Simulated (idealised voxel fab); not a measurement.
process module | voxel capacitor over wiring
cross-section cut | 225 nm wide | cells 5 nm
A cross-section is a grid of square cells, given in bands from the top down. A band is one or more rows of cells.
Each band's line starts with the height of the band's top and of its bottom, in nm. Then come its materials from left to right, each with its width in nm. One material with "throughout" fills the band from edge to edge. "air" is empty space.
Height 0 is the level under which the wafer as received is all one material. The lowest band goes on downwards, as in "0 down".
A width such as "30 to 40" changes by the same amount from each row of cells to the next, from the band's top row to its bottom row.
"no change" after a step means that no cell of the cross-section changed.
closed voids: empty space of 8 cells or more with no open way to the top, each as width x height at its distance from the left edge, in nm
after a step's settings: what the simulator itself notes on the step
overlay nm, on a step with a mask: how far to the right of its planned place the mask lay; to the left if negative
plan
1 op RECEIVE | material Si
2 op CONFORMAL_DEP | material SiO2 | thk nm 15
3 op CONFORMAL_DEP | material SiN | thk nm 5
4 op DIRECTIONAL_DEP | material SiO2 | thk nm 25
5 op DIRECTIONAL_DEP | material aC | thk nm 10
6 op PATTERN | tone open | mask id METAL_1 | material resist | width nm 25 | pitch nm 85 | thk nm 30 | overlay nm 0
7 op DIRECTIONAL_ETCH | etch materials aC | depth nm 10
8 op STRIP | etch materials resist
9 op DIRECTIONAL_ETCH | etch materials SiO2 | depth nm 25
10 op DIRECTIONAL_ETCH | etch materials SiN | depth nm 5
11 op STRIP | etch materials aC
12 op CONFORMAL_DEP | material TiN | thk nm 5
13 op FILL_DEP | material Ru | thk nm 5
14 op CMP | height nm 45
15 op EPI | material Ru | thk nm 5
16 op FILL_DEP | material SiCN | thk nm 5
17 op DIRECTIONAL_DEP | material SiO2 | thk nm 15
18 op MASKED_ETCH | tone open | mask id PLUG_1 | width nm 15 | etch materials SiO2 | depth nm 15 | overlay nm 0
19 op MASKED_ETCH | tone open | mask id PLUG_1 | width nm 15 | etch materials SiCN | depth nm 5 | overlay nm 0
20 op CONFORMAL_DEP | material TiN | thk nm 5
21 op FILL_DEP | material W | thk nm 10
22 op CMP | height nm 70
23 op DIRECTIONAL_DEP | material TiN | thk nm 10
24 op DIRECTIONAL_DEP | material Al2O3 | thk nm 5
25 op DIRECTIONAL_DEP | material TiN | thk nm 10
26 op PATTERN | tone cover | mask id UPPER_PLATE | material resist | width nm 65 | thk nm 15 | overlay nm 0
27 op DIRECTIONAL_ETCH | etch materials TiN | depth nm 10
28 op DIRECTIONAL_ETCH | etch materials Al2O3 | depth nm 5
29 op STRIP | etch materials resist
30 op DIRECTIONAL_DEP | material aC | thk nm 15
31 op PATTERN | tone cover | mask id LOWER_PLATE | material resist | width nm 75 | thk nm 30 | overlay nm 0
32 op DIRECTIONAL_ETCH | etch materials aC | depth nm 15
33 op STRIP | etch materials resist
34 op DIRECTIONAL_ETCH | etch materials TiN | depth nm 10
35 op STRIP | etch materials aC
36 op FILL_DEP | material SiO2 | thk nm 15
37 op CMP | height nm 105
38 op PATTERN | tone open | mask id PLUG_2 | material resist | width nm 15 | thk nm 20 | overlay nm 0
39 op DIRECTIONAL_ETCH | etch materials SiO2 | depth nm 10
40 op STRIP | etch materials resist
41 op CONFORMAL_DEP | material TiN | thk nm 5
42 op FILL_DEP | material Cu | thk nm 10
43 op CMP | height nm 105
44 op CONFORMAL_DEP | material SiCN | thk nm 5
as received, after step 1
  0 down: Si throughout
  closed voids: none
a wafer at the end: this start, this plan, one mistake
  110 to 105: SiCN throughout
  105 to 100: SiO2 70 | TiN 5 | Cu 15 | TiN 5 | SiO2 130
  100 to 95: SiO2 70 | TiN 25 | SiO2 130
  95 to 85: SiO2 65 | TiN 65 | SiO2 95
  85 to 80: SiO2 65 | Al2O3 65 | SiO2 95
  80 to 70: SiO2 60 | TiN 75 | SiO2 90
  70 to 55: SiO2 65 | TiN 5 | W 5 | TiN 5 | SiO2 145
  55 to 50: SiCN 65 | TiN 15 | SiCN 145
  50 to 45: SiCN 50 | Ru 35 | SiCN 50 | Ru 35 | SiCN 55
  45 to 20: SiO2 55 | TiN 5 | Ru 15 | TiN 5 | SiO2 60 | TiN 5 | Ru 15 | TiN 5 | SiO2 60
  20 to 15: SiN 55 | TiN 25 | SiN 60 | TiN 25 | SiN 60
  15 to 0: SiO2 throughout
  0 down: Si throughout
  closed voids: none
what went wrong: step 38 ran as: op PATTERN | tone open | mask id PLUG_2 | material resist | width nm 25 | thk nm 20 | overlay nm 0
